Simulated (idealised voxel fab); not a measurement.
Documented hereafter: the process module known as voxel trench capacitor.
The width of the displayed cross-section, cut, is 160 nm; its cells are square, with a size of 5 nm.
Cross-section = grid of square cells, listed top down in bands; band = one or more rows.
Look at the band entry: it leads with the top's height and the bottom's height in nm. Then it lists the materials left to right, with a width in nm for each. The word "full width" on a single material says that material fills the band edge to edge. The word "air" is empty space.
Height reference: 0 = level under which incoming wafer is all one material. Lowest band: no bottom, runs on downward, e.g. "0 down".
Graded width ("30..40"): value in top row of band = first number; value in bottom row = second number; row-to-row change constant.
When a step is marked "nothing different", none of the cells in the cross-section changed during that step.
"Sealed voids" lists enclosed empty spaces (at least 8 cells, no open path upward to the top), each as width x height at distance from the left edge, in nm.
It should be noted that, on the line of a given step, the content following the step's settings is a remark produced by the simulator itself with respect to that step.
A step's line can hold "overlay nm"; with a mask on that step, the setting says how far right of the planned place the mask lay, while a negative setting says it lay to the left.

**Below is the list of planned process steps**
1,RECEIVE, material Si
2,CONFORMAL_DEP, material SiN, thk nm 10
3,MASKED_ETCH, tone open, mask id TRENCH, width nm 30, pitch nm 45, etch materials SiN, depth nm 10, overlay nm 0
4,MASKED_ETCH, tone open, mask id TRENCH, width nm 30, pitch nm 45, etch materials Si, depth nm 30, overlay nm 0
5,CONFORMAL_DEP, material Al2O3, thk nm 5
6,CONFORMAL_DEP, material TiN, thk nm 5
7,FILL_DEP, material W, thk nm 5
8,CMP, height nm 10
The plan's step 4 depth nm is the first wafer's value; the wafers differ in this setting and start identical.

**first wafer as received, after step 1**
  0 down  Si full width
  Sealed voids: none

**First of several wafers in cross-section at module end, following the final step, step 8**
  10 to 0  SiN 40 nm / Al2O3 5 nm / TiN 5 nm / W 10 nm / TiN 5 nm / Al2O3 5 nm / SiN 15 nm / Al2O3 5 nm / TiN 5 nm / W 10 nm / TiN 5 nm / Al2O3 5 nm / SiN 45 nm
  0 to -20  Si 40 nm / Al2O3 5 nm / TiN 5 nm / W 10 nm / TiN 5 nm / Al2O3 5 nm / Si 15 nm / Al2O3 5 nm / TiN 5 nm / W 10 nm / TiN 5 nm / Al2O3 5 nm / Si 45 nm
  -20 to -25  Si 40 nm / Al2O3 5 nm / TiN 20 nm / Al2O3 5 nm / Si 15 nm / Al2O3 5 nm / TiN 20 nm / Al2O3 5 nm / Si 45 nm
  -25 to -30  Si 40 nm / Al2O3 30 nm / Si 15 nm / Al2O3 30 nm / Si 45 nm
  -30 down  Si full width
  Sealed voids: none

**End of module, last wafer sectioned**
  10 to 0  SiN 40 nm / Al2O3 5 nm / TiN 5 nm / W 10 nm / TiN 5 nm / Al2O3 5 nm / SiN 15 nm / Al2O3 5 nm / TiN 5 nm / W 10 nm / TiN 5 nm / Al2O3 5 nm / SiN 45 nm
  0 to -45  Si 40 nm / Al2O3 5 nm / TiN 5 nm / W 10 nm / TiN 5 nm / Al2O3 5 nm / Si 15 nm / Al2O3 5 nm / TiN 5 nm / W 10 nm / TiN 5 nm / Al2O3 5 nm / Si 45 nm
  -45 to -50  Si 40 nm / Al2O3 5 nm / TiN 20 nm / Al2O3 5 nm / Si 15 nm / Al2O3 5 nm / TiN 20 nm / Al2O3 5 nm / Si 45 nm
  -50 to -55  Si 40 nm / Al2O3 30 nm / Si 15 nm / Al2O3 30 nm / Si 45 nm
  -55 down  Si full width
  Sealed voids: none

**Below: a row per wafer. Contents at end of module: for every material, cells gained since receipt (+) or lost since receipt (-); then closed voids**
depth nm 30 | +40 Al2O3 | -72 Si | +40 SiN | +32 TiN | +24 W | Sealed voids: none
depth nm 35 | +44 Al2O3 | -84 Si | +40 SiN | +36 TiN | +28 W | Sealed voids: none
depth nm 40 | +48 Al2O3 | -96 Si | +40 SiN | +40 TiN | +32 W | Sealed voids: none
depth nm 45 | +52 Al2O3 | -108 Si | +40 SiN | +44 TiN | +36 W | Sealed voids: none
depth nm 50 | +56 Al2O3 | -120 Si | +40 SiN | +48 TiN | +40 W | Sealed voids: none
depth nm 55 | +60 Al2O3 | -132 Si | +40 SiN | +52 TiN | +44 W | Sealed voids: none
